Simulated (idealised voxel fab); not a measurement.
Process module in this document: voxel plated lines
The width of the displayed cross-section, cut, is 265 nm; its cells are square, with a size of 5 nm.
A cross-section is a grid of square cells, given in bands from the top down. A band is one or more rows of cells. Band entry format. Leading values: height of top, height of bottom, nm. Remainder: materials in left-to-right order, each with its width in nm. Special words: "everywhere" on a single material, which then fills the band edge to edge; "blank", empty space. All heights in this document are referenced to 0, defined as the level beneath which the wafer, as received, consists entirely of one material. The lowest band is not bounded below; it extends indefinitely downward and is written in the form "0 -> down". The expression "30 to 40" gives the width at the extremes of the band, the first number at its top row of cells and the second at its bottom row, with the width changing by equal amounts from each row to the next in between. Step note "no alterations made" = no cross-section cell changed. The entry titled "Closed void register" provides the empty spaces that have no open way to the top, restricted to those of 8 cells or more. Each is presented as width x height at distance, the distance being measured from the left edge, with all three in nm. Where a step's line continues beyond its settings, the continuation is a remark by the simulator itself on that step. A step's line can hold "overlay nm"; with a mask on that step, the setting says how far right of the planned place the mask lay, while a negative setting says it lay to the left.
## Here's what the planned process steps look like
| 1 | RECEIVE [material Si] |
| 2 | CONFORMAL_DEP [material SiO2] [thk nm 5] |
| 3 | DIRECTIONAL_DEP [material TiN] [thk nm 5] |
| 4 | PATTERN [tone open] [mask id LINES] [material resist] [width nm 25] [pitch nm 55] [thk nm 20] [overlay nm 0] |
| 5 | EPI [material Ru] [thk nm 10] |
| 6 | STRIP [etch materials resist] |
| 7 | DIRECTIONAL_ETCH [etch materials TiN] [depth nm 5] |
| 8 | CONFORMAL_DEP [material SiCN] [thk nm 5] |
## First of two wafers - as planned
## As-received wafer cross-section (after step 1)
* 0 -> down: Si everywhere
* Closed void register: none
## How the wafer stands in section after step 2
* 5 -> 0: SiO2 everywhere
* At heights below 0, the structure remains unaltered.
## How the wafer stands in section after step 3
* 10 -> 5: TiN everywhere
* At heights below 5, the structure remains unaltered.
## How the wafer stands in section after step 4
* 30 -> 10: 65 nm resist | 25 nm blank | 30 nm resist | 25 nm blank | 30 nm resist | 25 nm blank | 65 nm resist
* At heights below 10, the structure remains unaltered.
## How the wafer stands in section after step 5
* 30 -> 20: 65 nm resist | 25 nm blank | 30 nm resist | 25 nm blank | 30 nm resist | 25 nm blank | 65 nm resist
* 20 -> 10: 65 nm resist | 25 nm Ru | 30 nm resist | 25 nm Ru | 30 nm resist | 25 nm Ru | 65 nm resist
* At heights below 10, the structure remains unaltered.
## How the wafer stands in section after step 6
* 20 -> 10: 65 nm blank | 25 nm Ru | 30 nm blank | 25 nm Ru | 30 nm blank | 25 nm Ru | 65 nm blank
* At heights below 10, the structure remains unaltered.
## How the wafer stands in section after step 7
* 20 -> 10: 65 nm blank | 25 nm Ru | 30 nm blank | 25 nm Ru | 30 nm blank | 25 nm Ru | 65 nm blank
* 10 -> 5: 65 nm blank | 25 nm TiN | 30 nm blank | 25 nm TiN | 30 nm blank | 25 nm TiN | 65 nm blank
* At heights below 5, the structure remains unaltered.
## How the wafer stands in section after step 8
* 25 -> 20: 60 nm blank | 35 nm SiCN | 20 nm blank | 35 nm SiCN | 20 nm blank | 35 nm SiCN | 60 nm blank
* 20 -> 10: 60 nm blank | 5 nm SiCN | 25 nm Ru | 5 nm SiCN | 20 nm blank | 5 nm SiCN | 25 nm Ru | 5 nm SiCN | 20 nm blank | 5 nm SiCN | 25 nm Ru | 5 nm SiCN | 60 nm blank
* 10 -> 5: 65 nm SiCN | 25 nm TiN | 30 nm SiCN | 25 nm TiN | 30 nm SiCN | 25 nm TiN | 65 nm SiCN
* At heights below 5, the structure remains unaltered.
## Second wafer. Start and plan as for the first. One mistake made in running. Agrees with the first up to and including step 3
## Cross-section of the second wafer at the time step 4 of the plan should have ended
* 30 -> 10: 55 nm resist | 25 nm blank | 30 nm resist | 25 nm blank | 30 nm resist | 25 nm blank | 75 nm resist
* At heights below 10, the structure remains unaltered.
## Cross-section of the second wafer at the time step 5 of the plan should have ended
* 30 -> 20: 55 nm resist | 25 nm blank | 30 nm resist | 25 nm blank | 30 nm resist | 25 nm blank | 75 nm resist
* 20 -> 10: 55 nm resist | 25 nm Ru | 30 nm resist | 25 nm Ru | 30 nm resist | 25 nm Ru | 75 nm resist
* At heights below 10, the structure remains unaltered.
## Cross-section of the second wafer at the time step 6 of the plan should have ended
* 20 -> 10: 55 nm blank | 25 nm Ru | 30 nm blank | 25 nm Ru | 30 nm blank | 25 nm Ru | 75 nm blank
* At heights below 10, the structure remains unaltered.
## Cross-section of the second wafer at the time step 7 of the plan should have ended
* 20 -> 10: 55 nm blank | 25 nm Ru | 30 nm blank | 25 nm Ru | 30 nm blank | 25 nm Ru | 75 nm blank
* 10 -> 5: 55 nm blank | 25 nm TiN | 30 nm blank | 25 nm TiN | 30 nm blank | 25 nm TiN | 75 nm blank
* At heights below 5, the structure remains unaltered.
## Cross-section of the second wafer at the time step 8 of the plan should have ended
* 25 -> 20: 50 nm blank | 35 nm SiCN | 20 nm blank | 35 nm SiCN | 20 nm blank | 35 nm SiCN | 70 nm blank
* 20 -> 10: 50 nm blank | 5 nm SiCN | 25 nm Ru | 5 nm SiCN | 20 nm blank | 5 nm SiCN | 25 nm Ru | 5 nm SiCN | 20 nm blank | 5 nm SiCN | 25 nm Ru | 5 nm SiCN | 70 nm blank
* 10 -> 5: 55 nm SiCN | 25 nm TiN | 30 nm SiCN | 25 nm TiN | 30 nm SiCN | 25 nm TiN | 75 nm SiCN
* At heights below 5, the structure remains unaltered.
Plan not followed: contrary to plan, step 4 was performed as PATTERN [tone open] [mask id LINES] [material resist] [width nm 25] [pitch nm 55] [thk nm 20] [overlay nm -10]
Final state: per-material cell counts identical on both wafers; locations differ.
